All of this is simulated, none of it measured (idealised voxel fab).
process module | voxel local oxidation
cross-section cut | 175 nm wide | cells 5 nm
A cross-section is a grid of square cells, given in bands from the top down. A band is one or more rows of cells.
Each band's line starts with the height of the band's top and of its bottom, in nm. Then come its materials from left to right, each with its width in nm. One material with "throughout" fills the band from edge to edge. "air" is empty space.
Height 0 is the level under which the wafer as received is all one material. The lowest band goes on downwards, as in "0 down".
A width such as "30 to 40" changes by the same amount from each row of cells to the next, from the band's top row to its bottom row.
"no change" after a step means that no cell of the cross-section changed.
closed voids: empty space of 8 cells or more with no open way to the top, each as width x height at its distance from the left edge, in nm
after a step's settings: what the simulator itself notes on the step
overlay nm, on a step with a mask: how far to the right of its planned place the mask lay; to the left if negative
plan
1 op RECEIVE | material Si
2 op OXIDIZE | depth nm 5
3 op CONFORMAL_DEP | material SiN | thk nm 15
4 op PATTERN | tone cover | mask id ACTIVE | material resist | width nm 105 | thk nm 15 | overlay nm 0
5 op DIRECTIONAL_ETCH | etch materials SiN | depth nm 15
6 op STRIP | etch materials resist
7 op SELECTIVE_ETCH | etch materials SiO2 | depth nm 5
8 op OXIDIZE | depth nm 10
9 op STRIP | etch materials SiN
first wafer, as planned
as received, after step 1
  0 down: Si throughout
  closed voids: none
after step 2
  0 to -5: SiO2 throughout
  below -5: unchanged
after step 3
  15 to 0: SiN throughout
  below 0: unchanged
after step 4
  30 to 15: air 35 | resist 105 | air 35
  below 15: unchanged
after step 5
  30 to 15: air 35 | resist 105 | air 35
  15 to 0: air 35 | SiN 105 | air 35
  below 0: unchanged
after step 6
  15 to 0: air 35 | SiN 105 | air 35
  below 0: unchanged
after step 7
  15 to 0: air 35 | SiN 105 | air 35
  0 to -5: air 40 | SiO2 95 | air 40
  below -5: unchanged
after step 8
  15 to 0: air 35 | SiN 105 | air 35
  0 to -5: air 40 | SiO2 95 | air 40
  -5 to -15: SiO2 50 | Si 75 | SiO2 50
  below -15: unchanged
after step 9
  0 to -5: air 40 | SiO2 95 | air 40
  below -5: unchanged
second wafer: like start, like plan, one mistake. Through step 3 it matches the first wafer
when step 4 should have ended
  30 to 15: air 35 | resist 110 | air 30
  below 15: unchanged
when step 5 should have ended
  30 to 15: air 35 | resist 110 | air 30
  15 to 0: air 35 | SiN 110 | air 30
  below 0: unchanged
when step 6 should have ended
  15 to 0: air 35 | SiN 110 | air 30
  below 0: unchanged
when step 7 should have ended
  15 to 0: air 35 | SiN 110 | air 30
  0 to -5: air 40 | SiO2 100 | air 35
  below -5: unchanged
when step 8 should have ended
  15 to 0: air 35 | SiN 110 | air 30
  0 to -5: air 40 | SiO2 100 | air 35
  -5 to -15: SiO2 50 | Si 80 | SiO2 45
  below -15: unchanged
when step 9 should have ended
  0 to -5: air 40 | SiO2 100 | air 35
  below -5: unchanged
what went wrong: step 4 ran as: op PATTERN | tone cover | mask id ACTIVE | material resist | width nm 110 | thk nm 15 | overlay nm 0
at the end the second wafer has, in cells: 2 more of Si | 1 fewer of SiO2
